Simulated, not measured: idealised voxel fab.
process module | voxel trench capacitor
This is section cut - it's 225 nm across, gridded in 5 nm square cells.
Bands, listed from the top down, are how a cross-section gets written in this document; the cross-section itself is a grid of square cells, and a band is one or more rows of them.
It is stipulated that each band's entry specify, in nanometres, the height of the top of the band and then that of its bottom, followed by the materials of the band in left-to-right sequence, each together with its width in nanometres. A single material marked by the word "full width" is understood to fill the band from edge to edge; the word "blank" is understood to denote empty space.
Where do heights start? At 0: under that level the wafer as delivered is made of one material only. And the lowest band has no floor; it just carries on downward, as in "top 0, no bottom".
The two numbers in a width such as "30..40" mark its ends across the band: the first belongs to the top row of cells, the second to the bottom row, and from each row to the next the width moves by the same amount.
Basically "nothing got changed" means that step didn't change any cell in the cross-section.
"Closed void entries": sealed empty spaces, 8 cells or more, no open way to top, listed width x height at distance, with distance from the left edge and width, height and distance in nm.
If you see something after the settings on a step's line, that's the simulator's own remark about that step.
If you see "overlay nm" on a step's line and that step has a mask, it's telling you how far right of where it was planned the mask ended up; a negative number means it went left instead.

Intended process steps:
1) RECEIVE | material Si
2) CONFORMAL_DEP | material SiN | thk nm 10
3) MASKED_ETCH | tone open | mask id TRENCH | width nm 15 | pitch nm 35 | etch materials SiN | depth nm 10 | overlay nm 0
4) MASKED_ETCH | tone open | mask id TRENCH | width nm 15 | pitch nm 35 | etch materials Si | depth nm 40 | overlay nm 0
5) CONFORMAL_DEP | material Al2O3 | thk nm 5
6) FILL_DEP | material polySi | thk nm 10
7) CMP | height nm 10

Step 1 complete: cross-section of the wafer as received:
> top 0, no bottom = Si full width
> Closed void entries: none

Module complete - cross-section of the first of two wafers, run according to plan:
> top 10, bottom 0 = SiN 70 nm  Al2O3 5 nm  polySi 5 nm  Al2O3 5 nm  SiN 20 nm  Al2O3 5 nm  polySi 5 nm  Al2O3 5 nm  SiN 20 nm  Al2O3 5 nm  polySi 5 nm  Al2O3 5 nm  SiN 70 nm
> top 0, bottom -35 = Si 70 nm  Al2O3 5 nm  polySi 5 nm  Al2O3 5 nm  Si 20 nm  Al2O3 5 nm  polySi 5 nm  Al2O3 5 nm  Si 20 nm  Al2O3 5 nm  polySi 5 nm  Al2O3 5 nm  Si 70 nm
> top -35, bottom -40 = Si 70 nm  Al2O3 15 nm  Si 20 nm  Al2O3 15 nm  Si 20 nm  Al2O3 15 nm  Si 70 nm
> top -40, no bottom = Si full width
> Closed void entries: none

Cross-sectional image of the second wafer of the two following completion of the module. Starting state and process plan were the same as for the first wafer; one execution error occurred:
> top 10, bottom 5 = SiN 75 nm  Al2O3 5 nm  polySi 5 nm  Al2O3 5 nm  SiN 20 nm  Al2O3 5 nm  polySi 5 nm  Al2O3 5 nm  SiN 20 nm  Al2O3 5 nm  polySi 5 nm  Al2O3 5 nm  SiN 65 nm
> top 5, bottom 0 = SiN 75 nm  Al2O3 15 nm  SiN 20 nm  Al2O3 15 nm  SiN 20 nm  Al2O3 15 nm  SiN 65 nm
> top 0, bottom -40 = Si 75 nm  Al2O3 10 nm  Si 25 nm  Al2O3 10 nm  Si 25 nm  Al2O3 10 nm  Si 70 nm
> top -40, no bottom = Si full width
> Closed void entries: none
Misprocessing identified: the process deviated at step 3: the operation and settings actually run there were MASKED_ETCH | tone open | mask id TRENCH | width nm 15 | pitch nm 35 | etch materials SiN | depth nm 10 | overlay nm 5
End of process, cell counts, second wafer against first, materials with more or fewer: Si +24, polySi -24
